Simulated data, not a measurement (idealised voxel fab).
Documented hereafter: the process module known as voxel transistor to metal.
We display cut, a cross-section 270 nm in width whose square cells are each 5 nm.
This document writes a cross-section as a grid whose cells are square, and gives it as bands, listed from the top down; one or more rows of cells form a band. Basically the band line says how high the top is and how high the bottom is, in nm, and then what's in it from left to right, every material with its width in nm. Empty space shows up as "air", and if a single material carries "everywhere" it runs the full band edge to edge. Convention: height 0 is the level below which the wafer, as received, is all one material. The lowest band does not terminate at the bottom but continues downward, represented as "z 0 and below". A width such as "30 to 40" changes by the same amount from each row of cells to the next, from the band's top row to its bottom row. Any step labelled "stayed the same" changed none of the cells in the cross-section. "Enclosed internal cavities" lists enclosed empty spaces (at least 8 cells, no open path upward to the top), each as width x height at distance from the left edge, in nm. The remark found on a step's line after its settings is issued by the simulator itself and pertains to that step. Each step line may optionally specify "overlay nm", which for a step with a mask gives the rightward distance between the mask's planned place and where it lay, a negative value indicating the leftward direction.

Steps in the process plan:
step 1: RECEIVE [material Si]
step 2: OXIDIZE [depth nm 5]
step 3: CONFORMAL_DEP [material SiN] [thk nm 10]
step 4: MASKED_ETCH [tone cover] [mask id ACTIVE] [width nm 95] [pitch nm 115] [etch materials SiN] [depth nm 10] [overlay nm 0]
step 5: MASKED_ETCH [tone cover] [mask id ACTIVE] [width nm 95] [pitch nm 115] [etch materials SiO2] [depth nm 5] [overlay nm 0]
step 6: MASKED_ETCH [tone cover] [mask id ACTIVE] [width nm 95] [pitch nm 115] [etch materials Si] [depth nm 25] [overlay nm 0]
step 7: OXIDIZE [depth nm 5]
step 8: FILL_DEP [material SiO2] [thk nm 10]
step 9: CMP [height nm 10]
step 10: SELECTIVE_ETCH [etch materials SiO2] [depth nm 5]
step 11: STRIP [etch materials SiN]
step 12: SELECTIVE_ETCH [etch materials SiO2] [depth nm 5]
step 13: OXIDIZE [depth nm 5]
step 14: DIRECTIONAL_DEP [material polySi] [thk nm 30]
step 15: DIRECTIONAL_DEP [material SiCN] [thk nm 10]
step 16: MASKED_ETCH [tone cover] [mask id GATE] [width nm 15] [pitch nm 115] [etch materials SiCN] [depth nm 20] [overlay nm 0]
step 17: MASKED_ETCH [tone cover] [mask id GATE] [width nm 15] [pitch nm 115] [etch materials polySi] [depth nm 40] [overlay nm 0]
step 18: CONFORMAL_DEP [material SiO2] [thk nm 5]
step 19: DIRECTIONAL_ETCH [etch materials SiO2] [depth nm 5]
step 20: CONFORMAL_DEP [material SiN] [thk nm 10]
step 21: DIRECTIONAL_ETCH [etch materials SiN] [depth nm 10]
step 22: DIRECTIONAL_ETCH [etch materials SiO2] [depth nm 5]
step 23: DIRECTIONAL_ETCH [etch materials Si] [depth nm 15]
step 24: EPI [material nSi] [thk nm 15]
step 25: FILL_DEP [material SiO2] [thk nm 10]
step 26: CMP [height nm 35]
step 27: DIRECTIONAL_DEP [material SiO2] [thk nm 15]
step 28: DIRECTIONAL_DEP [material aC] [thk nm 15]
step 29: PATTERN [tone open] [mask id CONTACT] [material resist] [width nm 30] [thk nm 35] [overlay nm 0]
step 30: DIRECTIONAL_ETCH [etch materials aC] [depth nm 15]
step 31: STRIP [etch materials resist]
step 32: DIRECTIONAL_ETCH [etch materials SiO2] [depth nm 45]
step 33: STRIP [etch materials aC]
step 34: CONFORMAL_DEP [material TiN] [thk nm 5]
step 35: FILL_DEP [material W] [thk nm 10]
step 36: CMP [height nm 50]
step 37: DIRECTIONAL_DEP [material TiN] [thk nm 5]
step 38: DIRECTIONAL_DEP [material Ru] [thk nm 15]
step 39: MASKED_ETCH [tone cover] [mask id METAL_1] [width nm 15] [etch materials Ru] [depth nm 15] [overlay nm 0]
step 40: MASKED_ETCH [tone cover] [mask id METAL_1] [width nm 15] [etch materials TiN] [depth nm 5] [overlay nm 0]
step 41: CONFORMAL_DEP [material SiCN] [thk nm 5]
step 42: FILL_DEP [material SiO2] [thk nm 5]
step 43: CMP [height nm 70]
step 44: CONFORMAL_DEP [material SiCN] [thk nm 5]

As-received state of the wafer in cross-section, equivalent to post-step 1:
	z 0 and below: Si everywhere
	Enclosed internal cavities: none

Wafer at module end, in section. Began as above, planned as above, run with one mistake:
	z 75 to 70: SiCN everywhere
	z 70 to 65: SiCN: 35, then TiN: 15, then SiCN: 55, then TiN: 15, then SiCN: 30, then TiN: 15, then SiCN: 55, then TiN: 15, then SiCN: 35
	z 65 to 50: Ru everywhere
	z 50 to 40: SiO2: 35, then TiN: 5, then W: 20, then TiN: 5, then SiO2: 25, then TiN: 5, then W: 20, then TiN: 5, then SiO2: 30, then TiN: 5, then W: 20, then TiN: 5, then SiO2: 25, then TiN: 5, then W: 20, then TiN: 5, then SiO2: 35
	z 40 to 35: SiO2: 35, then TiN: 5, then W: 10, then TiN: 15, then SiO2: 25, then TiN: 15, then W: 10, then TiN: 5, then SiO2: 30, then TiN: 5, then W: 10, then TiN: 15, then SiO2: 25, then TiN: 15, then W: 10, then TiN: 5, then SiO2: 35
	z 35 to 25: SiO2: 35, then TiN: 5, then W: 10, then TiN: 5, then SiN: 10, then SiO2: 5, then SiCN: 15, then SiO2: 5, then SiN: 10, then TiN: 5, then W: 10, then TiN: 5, then SiO2: 30, then TiN: 5, then W: 10, then TiN: 5, then SiN: 10, then SiO2: 5, then SiCN: 15, then SiO2: 5, then SiN: 10, then TiN: 5, then W: 10, then TiN: 5, then SiO2: 35
	z 25 to 10: SiO2: 35, then TiN: 5, then W: 10, then TiN: 5, then SiN: 10, then SiO2: 5, then polySi: 15, then SiO2: 5, then SiN: 10, then TiN: 5, then W: 10, then TiN: 5, then SiO2: 30, then TiN: 5, then W: 10, then TiN: 5, then SiN: 10, then SiO2: 5, then polySi: 15, then SiO2: 5, then SiN: 10, then TiN: 5, then W: 10, then TiN: 5, then SiO2: 35
	z 10 to 5: SiO2: 35, then TiN: 20, then SiN: 10, then SiO2: 5, then polySi: 15, then SiO2: 5, then SiN: 10, then TiN: 20, then SiO2: 30, then TiN: 20, then SiN: 10, then SiO2: 5, then polySi: 15, then SiO2: 5, then SiN: 10, then TiN: 20, then SiO2: 35
	z 5 to 0: SiO2: 35, then nSi: 20, then SiN: 10, then SiO2: 5, then polySi: 15, then SiO2: 5, then SiN: 10, then nSi: 20, then SiO2: 30, then nSi: 20, then SiN: 10, then SiO2: 5, then polySi: 15, then SiO2: 5, then SiN: 10, then nSi: 20, then SiO2: 35
	z 0 to -5: SiO2: 30, then SiN: 10, then nSi: 15, then SiN: 10, then SiO2: 5, then polySi: 15, then SiO2: 5, then SiN: 10, then nSi: 15, then SiN: 10, then SiO2: 20, then SiN: 10, then nSi: 15, then SiN: 10, then SiO2: 5, then polySi: 15, then SiO2: 5, then SiN: 10, then nSi: 15, then SiN: 10, then SiO2: 30
	z -5 to -10: SiO2: 40, then nSi: 15, then SiO2: 45, then nSi: 15, then SiO2: 40, then nSi: 15, then SiO2: 45, then nSi: 15, then SiO2: 40
	z -10 to -25: SiO2: 35, then Si: 5, then nSi: 15, then Si: 45, then nSi: 15, then Si: 5, then SiO2: 30, then Si: 5, then nSi: 15, then Si: 45, then nSi: 15, then Si: 5, then SiO2: 35
	z -25 to -35: SiO2: 35, then Si: 85, then SiO2: 30, then Si: 85, then SiO2: 35
	z -35 and below: Si everywhere
	Enclosed internal cavities: none
Deviation from plan: the executed order of steps 37 and 38 is the reverse of that specified in the plan, each step having taken the other's position
